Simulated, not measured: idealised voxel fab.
The following process module bears the name voxel self aligned vias.
Square cell edge 5 nm, section width 250 nm, ID cut.
Notation: cross-section as square-cell grid; stated in bands, top first, going down; one or more cell rows per band. It is stipulated that each band's entry specify, in nanometres, the height of the top of the band and then that of its bottom, followed by the materials of the band in left-to-right sequence, each together with its width in nanometres. A single material marked by the word "everywhere" is understood to fill the band from edge to edge; the word "blank" is understood to denote empty space. Beneath 0, the wafer as received is one material, and that level is where height counting begins. The lowest band goes on downward without a bottom; it is written like "z 0 and below". The width entry "30->40" should be interpreted row by row: the top row of cells in the band takes the first number, the bottom row takes the second number, and the change between adjacent rows is uniform throughout. Take "no alterations made" at face value: in the step it is given for, the cross-section changed in none of its cells. Empty spaces without an open route to the top, at least 8 cells in extent, make up the entry "Voids lacking openings"; each is given as width x height at distance, where the distance is measured from the left edge, and all are in nm. Text after the settings on a step's line: the simulator's own remark on that step. For masked steps, "overlay nm" on the step line gives how far right of plan the mask actually lay; a minus sign means it lay to the left.

## So here's the lineup of process steps we planned
| 1 | RECEIVE | material Si |
| 2 | CONFORMAL_DEP | material SiO2 | thk nm 15 |
| 3 | CONFORMAL_DEP | material SiCN | thk nm 5 |
| 4 | DIRECTIONAL_DEP | material lowk | thk nm 25 |
| 5 | PATTERN | tone open | mask id LINES | material resist | width nm 20 | pitch nm 55 | thk nm 20 | overlay nm 0 |
| 6 | DIRECTIONAL_ETCH | etch materials lowk | depth nm 25 |
| 7 | STRIP | etch materials resist |
| 8 | CONFORMAL_DEP | material TiN | thk nm 5 |
| 9 | FILL_DEP | material W | thk nm 5 |
| 10 | CMP | height nm 45 |
| 11 | SELECTIVE_ETCH | etch materials W Ru TiN | depth nm 5 |
| 12 | FILL_DEP | material SiN | thk nm 10 |
| 13 | CMP | height nm 45 |
| 14 | DIRECTIONAL_DEP | material lowk | thk nm 20 |
| 15 | DIRECTIONAL_DEP | material aC | thk nm 10 |
| 16 | PATTERN | tone open | mask id VIAS | material resist | width nm 40 | pitch nm 55 | thk nm 25 | overlay nm 0 |
| 17 | DIRECTIONAL_ETCH | etch materials aC | depth nm 10 |
| 18 | STRIP | etch materials resist |
| 19 | DIRECTIONAL_ETCH | etch materials lowk | depth nm 20 |
| 20 | DIRECTIONAL_ETCH | etch materials SiN | depth nm 5 |
| 21 | STRIP | etch materials aC |
| 22 | CONFORMAL_DEP | material TiN | thk nm 5 |
| 23 | FILL_DEP | material Ru | thk nm 10 |
| 24 | CMP | height nm 65 |
| 25 | CONFORMAL_DEP | material SiCN | thk nm 5 |

## first wafer, as planned

## So this is the incoming wafer in cross-section - it's already been through step 1
- z 0 and below = Si everywhere
- Voids lacking openings: none

## Upon completion of step 2, the wafer appears in cross-section as shown
- z 15 to 0 = SiO2 everywhere
- Below 0, the layers are the same as they were.

## Upon completion of step 3, the wafer appears in cross-section as shown
- z 20 to 15 = SiCN everywhere
- Below 15, the layers are the same as they were.

## Upon completion of step 4, the wafer appears in cross-section as shown
- z 45 to 20 = lowk everywhere
- Below 20, the layers are the same as they were.

## Upon completion of step 5, the wafer appears in cross-section as shown
- z 65 to 45 = resist: 60 | blank: 20 | resist: 35 | blank: 20 | resist: 35 | blank: 20 | resist: 60
- Below 45, the layers are the same as they were.

## Upon completion of step 6, the wafer appears in cross-section as shown
- z 65 to 45 = resist: 60 | blank: 20 | resist: 35 | blank: 20 | resist: 35 | blank: 20 | resist: 60
- z 45 to 20 = lowk: 60 | blank: 20 | lowk: 35 | blank: 20 | lowk: 35 | blank: 20 | lowk: 60
- Below 20, the layers are the same as they were.

## Upon completion of step 7, the wafer appears in cross-section as shown
- z 45 to 20 = lowk: 60 | blank: 20 | lowk: 35 | blank: 20 | lowk: 35 | blank: 20 | lowk: 60
- Below 20, the layers are the same as they were.

## Upon completion of step 8, the wafer appears in cross-section as shown
- z 50 to 45 = TiN: 65 | blank: 10 | TiN: 45 | blank: 10 | TiN: 45 | blank: 10 | TiN: 65
- z 45 to 25 = lowk: 60 | TiN: 5 | blank: 10 | TiN: 5 | lowk: 35 | TiN: 5 | blank: 10 | TiN: 5 | lowk: 35 | TiN: 5 | blank: 10 | TiN: 5 | lowk: 60
- z 25 to 20 = lowk: 60 | TiN: 20 | lowk: 35 | TiN: 20 | lowk: 35 | TiN: 20 | lowk: 60
- Below 20, the layers are the same as they were.

## Upon completion of step 9, the wafer appears in cross-section as shown
- z 55 to 50 = W everywhere
- z 50 to 45 = TiN: 65 | W: 10 | TiN: 45 | W: 10 | TiN: 45 | W: 10 | TiN: 65
- z 45 to 25 = lowk: 60 | TiN: 5 | W: 10 | TiN: 5 | lowk: 35 | TiN: 5 | W: 10 | TiN: 5 | lowk: 35 | TiN: 5 | W: 10 | TiN: 5 | lowk: 60
- Below 25, the layers are the same as they were.

## Upon completion of step 10, the wafer appears in cross-section as shown
- z 45 to 25 = lowk: 60 | TiN: 5 | W: 10 | TiN: 5 | lowk: 35 | TiN: 5 | W: 10 | TiN: 5 | lowk: 35 | TiN: 5 | W: 10 | TiN: 5 | lowk: 60
- Below 25, the layers are the same as they were.

## Upon completion of step 11, the wafer appears in cross-section as shown
- z 45 to 40 = lowk: 60 | blank: 20 | lowk: 35 | blank: 20 | lowk: 35 | blank: 20 | lowk: 60
- Below 40, the layers are the same as they were.

## Upon completion of step 12, the wafer appears in cross-section as shown
- z 55 to 45 = SiN everywhere
- z 45 to 40 = lowk: 60 | SiN: 20 | lowk: 35 | SiN: 20 | lowk: 35 | SiN: 20 | lowk: 60
- Below 40, the layers are the same as they were.

## Upon completion of step 13, the wafer appears in cross-section as shown
- z 45 to 40 = lowk: 60 | SiN: 20 | lowk: 35 | SiN: 20 | lowk: 35 | SiN: 20 | lowk: 60
- Below 40, the layers are the same as they were.

## Upon completion of step 14, the wafer appears in cross-section as shown
- z 65 to 45 = lowk everywhere
- Below 45, the layers are the same as they were.

## Upon completion of step 15, the wafer appears in cross-section as shown
- z 75 to 65 = aC everywhere
- Below 65, the layers are the same as they were.

## Upon completion of step 16, the wafer appears in cross-section as shown
- z 100 to 75 = resist: 50 | blank: 40 | resist: 15 | blank: 40 | resist: 15 | blank: 40 | resist: 50
- Below 75, the layers are the same as they were.

## Upon completion of step 17, the wafer appears in cross-section as shown
- z 90 to 75 = resist: 50 | blank: 40 | resist: 15 | blank: 40 | resist: 15 | blank: 40 | resist: 50
- z 75 to 65 = aC: 50 | blank: 40 | aC: 15 | blank: 40 | aC: 15 | blank: 40 | aC: 50
- Below 65, the layers are the same as they were.

## Upon completion of step 18, the wafer appears in cross-section as shown
- z 75 to 65 = aC: 50 | blank: 40 | aC: 15 | blank: 40 | aC: 15 | blank: 40 | aC: 50
- Below 65, the layers are the same as they were.

## Upon completion of step 19, the wafer appears in cross-section as shown
- z 75 to 65 = aC: 50 | blank: 40 | aC: 15 | blank: 40 | aC: 15 | blank: 40 | aC: 50
- z 65 to 45 = lowk: 50 | blank: 40 | lowk: 15 | blank: 40 | lowk: 15 | blank: 40 | lowk: 50
- Below 45, the layers are the same as they were.

## Upon completion of step 20, the wafer appears in cross-section as shown
- z 75 to 65 = aC: 50 | blank: 40 | aC: 15 | blank: 40 | aC: 15 | blank: 40 | aC: 50
- z 65 to 45 = lowk: 50 | blank: 40 | lowk: 15 | blank: 40 | lowk: 15 | blank: 40 | lowk: 50
- z 45 to 40 = lowk: 60 | blank: 20 | lowk: 35 | blank: 20 | lowk: 35 | blank: 20 | lowk: 60
- Below 40, the layers are the same as they were.

## Upon completion of step 21, the wafer appears in cross-section as shown
- z 65 to 45 = lowk: 50 | blank: 40 | lowk: 15 | blank: 40 | lowk: 15 | blank: 40 | lowk: 50
- Below 45, the layers are the same as they were.

## Upon completion of step 22, the wafer appears in cross-section as shown
- z 70 to 65 = TiN: 55 | blank: 30 | TiN: 25 | blank: 30 | TiN: 25 | blank: 30 | TiN: 55
- z 65 to 50 = lowk: 50 | TiN: 5 | blank: 30 | TiN: 5 | lowk: 15 | TiN: 5 | blank: 30 | TiN: 5 | lowk: 15 | TiN: 5 | blank: 30 | TiN: 5 | lowk: 50
- z 50 to 45 = lowk: 50 | TiN: 15 | blank: 10 | TiN: 15 | lowk: 15 | TiN: 15 | blank: 10 | TiN: 15 | lowk: 15 | TiN: 15 | blank: 10 | TiN: 15 | lowk: 50
- z 45 to 40 = lowk: 60 | TiN: 20 | lowk: 35 | TiN: 20 | lowk: 35 | TiN: 20 | lowk: 60
- Below 40, the layers are the same as they were.

## Upon completion of step 23, the wafer appears in cross-section as shown
- z 80 to 70 = Ru everywhere
- z 70 to 65 = TiN: 55 | Ru: 30 | TiN: 25 | Ru: 30 | TiN: 25 | Ru: 30 | TiN: 55
- z 65 to 50 = lowk: 50 | TiN: 5 | Ru: 30 | TiN: 5 | lowk: 15 | TiN: 5 | Ru: 30 | TiN: 5 | lowk: 15 | TiN: 5 | Ru: 30 | TiN: 5 | lowk: 50
- z 50 to 45 = lowk: 50 | TiN: 15 | Ru: 10 | TiN: 15 | lowk: 15 | TiN: 15 | Ru: 10 | TiN: 15 | lowk: 15 | TiN: 15 | Ru: 10 | TiN: 15 | lowk: 50
- Below 45, the layers are the same as they were.

## Upon completion of step 24, the wafer appears in cross-section as shown
- z 65 to 50 = lowk: 50 | TiN: 5 | Ru: 30 | TiN: 5 | lowk: 15 | TiN: 5 | Ru: 30 | TiN: 5 | lowk: 15 | TiN: 5 | Ru: 30 | TiN: 5 | lowk: 50
- Below 50, the layers are the same as they were.

## Upon completion of step 25, the wafer appears in cross-section as shown
- z 70 to 65 = SiCN everywhere
- Below 65, the layers are the same as they were.

## Here the second wafer is described. Its start and its plan were those of the first wafer. Its run contained one mistake. Up to and including step 4, it did exactly what the first wafer did

## Second wafer: cross-section at the scheduled end of step 5
- z 65 to 45 = resist: 55 | blank: 20 | resist: 35 | blank: 20 | resist: 35 | blank: 20 | resist: 65
- Below 45, the layers are the same as they were.

## Second wafer: cross-section at the scheduled end of step 6
- z 65 to 45 = resist: 55 | blank: 20 | resist: 35 | blank: 20 | resist: 35 | blank: 20 | resist: 65
- z 45 to 20 = lowk: 55 | blank: 20 | lowk: 35 | blank: 20 | lowk: 35 | blank: 20 | lowk: 65
- Below 20, the layers are the same as they were.

## Second wafer: cross-section at the scheduled end of step 7
- z 45 to 20 = lowk: 55 | blank: 20 | lowk: 35 | blank: 20 | lowk: 35 | blank: 20 | lowk: 65
- Below 20, the layers are the same as they were.

## Second wafer: cross-section at the scheduled end of step 8
- z 50 to 45 = TiN: 60 | blank: 10 | TiN: 45 | blank: 10 | TiN: 45 | blank: 10 | TiN: 70
- z 45 to 25 = lowk: 55 | TiN: 5 | blank: 10 | TiN: 5 | lowk: 35 | TiN: 5 | blank: 10 | TiN: 5 | lowk: 35 | TiN: 5 | blank: 10 | TiN: 5 | lowk: 65
- z 25 to 20 = lowk: 55 | TiN: 20 | lowk: 35 | TiN: 20 | lowk: 35 | TiN: 20 | lowk: 65
- Below 20, the layers are the same as they were.

## Second wafer: cross-section at the scheduled end of step 9
- z 55 to 50 = W everywhere
- z 50 to 45 = TiN: 60 | W: 10 | TiN: 45 | W: 10 | TiN: 45 | W: 10 | TiN: 70
- z 45 to 25 = lowk: 55 | TiN: 5 | W: 10 | TiN: 5 | lowk: 35 | TiN: 5 | W: 10 | TiN: 5 | lowk: 35 | TiN: 5 | W: 10 | TiN: 5 | lowk: 65
- Below 25, the layers are the same as they were.

## Second wafer: cross-section at the scheduled end of step 10
- z 45 to 25 = lowk: 55 | TiN: 5 | W: 10 | TiN: 5 | lowk: 35 | TiN: 5 | W: 10 | TiN: 5 | lowk: 35 | TiN: 5 | W: 10 | TiN: 5 | lowk: 65
- Below 25, the layers are the same as they were.

## Second wafer: cross-section at the scheduled end of step 11
- z 45 to 40 = lowk: 55 | blank: 20 | lowk: 35 | blank: 20 | lowk: 35 | blank: 20 | lowk: 65
- Below 40, the layers are the same as they were.

## Second wafer: cross-section at the scheduled end of step 12
- z 55 to 45 = SiN everywhere
- z 45 to 40 = lowk: 55 | SiN: 20 | lowk: 35 | SiN: 20 | lowk: 35 | SiN: 20 | lowk: 65
- Below 40, the layers are the same as they were.

## Second wafer: cross-section at the scheduled end of step 13
- z 45 to 40 = lowk: 55 | SiN: 20 | lowk: 35 | SiN: 20 | lowk: 35 | SiN: 20 | lowk: 65
- Below 40, the layers are the same as they were.

## Second wafer: cross-section at the scheduled end of step 14
- z 65 to 45 = lowk everywhere
- Below 45, the layers are the same as they were.

## Second wafer: cross-section at the scheduled end of step 15
- z 75 to 65 = aC everywhere
- Below 65, the layers are the same as they were.

## Second wafer: cross-section at the scheduled end of step 16
- z 100 to 75 = resist: 50 | blank: 40 | resist: 15 | blank: 40 | resist: 15 | blank: 40 | resist: 50
- Below 75, the layers are the same as they were.

## Second wafer: cross-section at the scheduled end of step 17
- z 90 to 75 = resist: 50 | blank: 40 | resist: 15 | blank: 40 | resist: 15 | blank: 40 | resist: 50
- z 75 to 65 = aC: 50 | blank: 40 | aC: 15 | blank: 40 | aC: 15 | blank: 40 | aC: 50
- Below 65, the layers are the same as they were.

## Second wafer: cross-section at the scheduled end of step 18
- z 75 to 65 = aC: 50 | blank: 40 | aC: 15 | blank: 40 | aC: 15 | blank: 40 | aC: 50
- Below 65, the layers are the same as they were.

## Second wafer: cross-section at the scheduled end of step 19
- z 75 to 65 = aC: 50 | blank: 40 | aC: 15 | blank: 40 | aC: 15 | blank: 40 | aC: 50
- z 65 to 45 = lowk: 50 | blank: 40 | lowk: 15 | blank: 40 | lowk: 15 | blank: 40 | lowk: 50
- Below 45, the layers are the same as they were.

## Second wafer: cross-section at the scheduled end of step 20
- z 75 to 65 = aC: 50 | blank: 40 | aC: 15 | blank: 40 | aC: 15 | blank: 40 | aC: 50
- z 65 to 45 = lowk: 50 | blank: 40 | lowk: 15 | blank: 40 | lowk: 15 | blank: 40 | lowk: 50
- z 45 to 40 = lowk: 55 | blank: 20 | lowk: 35 | blank: 20 | lowk: 35 | blank: 20 | lowk: 65
- Below 40, the layers are the same as they were.

## Second wafer: cross-section at the scheduled end of step 21
- z 65 to 45 = lowk: 50 | blank: 40 | lowk: 15 | blank: 40 | lowk: 15 | blank: 40 | lowk: 50
- Below 45, the layers are the same as they were.

## Second wafer: cross-section at the scheduled end of step 22
- z 70 to 65 = TiN: 55 | blank: 30 | TiN: 25 | blank: 30 | TiN: 25 | blank: 30 | TiN: 55
- z 65 to 50 = lowk: 50 | TiN: 5 | blank: 30 | TiN: 5 | lowk: 15 | TiN: 5 | blank: 30 | TiN: 5 | lowk: 15 | TiN: 5 | blank: 30 | TiN: 5 | lowk: 50
- z 50 to 45 = lowk: 50 | TiN: 10 | blank: 10 | TiN: 20 | lowk: 15 | TiN: 10 | blank: 10 | TiN: 20 | lowk: 15 | TiN: 10 | blank: 10 | TiN: 20 | lowk: 50
- z 45 to 40 = lowk: 55 | TiN: 20 | lowk: 35 | TiN: 20 | lowk: 35 | TiN: 20 | lowk: 65
- Below 40, the layers are the same as they were.

## Second wafer: cross-section at the scheduled end of step 23
- z 80 to 70 = Ru everywhere
- z 70 to 65 = TiN: 55 | Ru: 30 | TiN: 25 | Ru: 30 | TiN: 25 | Ru: 30 | TiN: 55
- z 65 to 50 = lowk: 50 | TiN: 5 | Ru: 30 | TiN: 5 | lowk: 15 | TiN: 5 | Ru: 30 | TiN: 5 | lowk: 15 | TiN: 5 | Ru: 30 | TiN: 5 | lowk: 50
- z 50 to 45 = lowk: 50 | TiN: 10 | Ru: 10 | TiN: 20 | lowk: 15 | TiN: 10 | Ru: 10 | TiN: 20 | lowk: 15 | TiN: 10 | Ru: 10 | TiN: 20 | lowk: 50
- Below 45, the layers are the same as they were.

## Second wafer: cross-section at the scheduled end of step 24
- z 65 to 50 = lowk: 50 | TiN: 5 | Ru: 30 | TiN: 5 | lowk: 15 | TiN: 5 | Ru: 30 | TiN: 5 | lowk: 15 | TiN: 5 | Ru: 30 | TiN: 5 | lowk: 50
- Below 50, the layers are the same as they were.

## Second wafer: cross-section at the scheduled end of step 25
- z 70 to 65 = SiCN everywhere
- Below 65, the layers are the same as they were.
Nonconformance to the process plan: step 5 ran with different settings than intended, the actual operation and settings being PATTERN | tone open | mask id LINES | material resist | width nm 20 | pitch nm 55 | thk nm 20 | overlay nm -5
End check, second vs first wafer: material counts in cells match, positions do not.
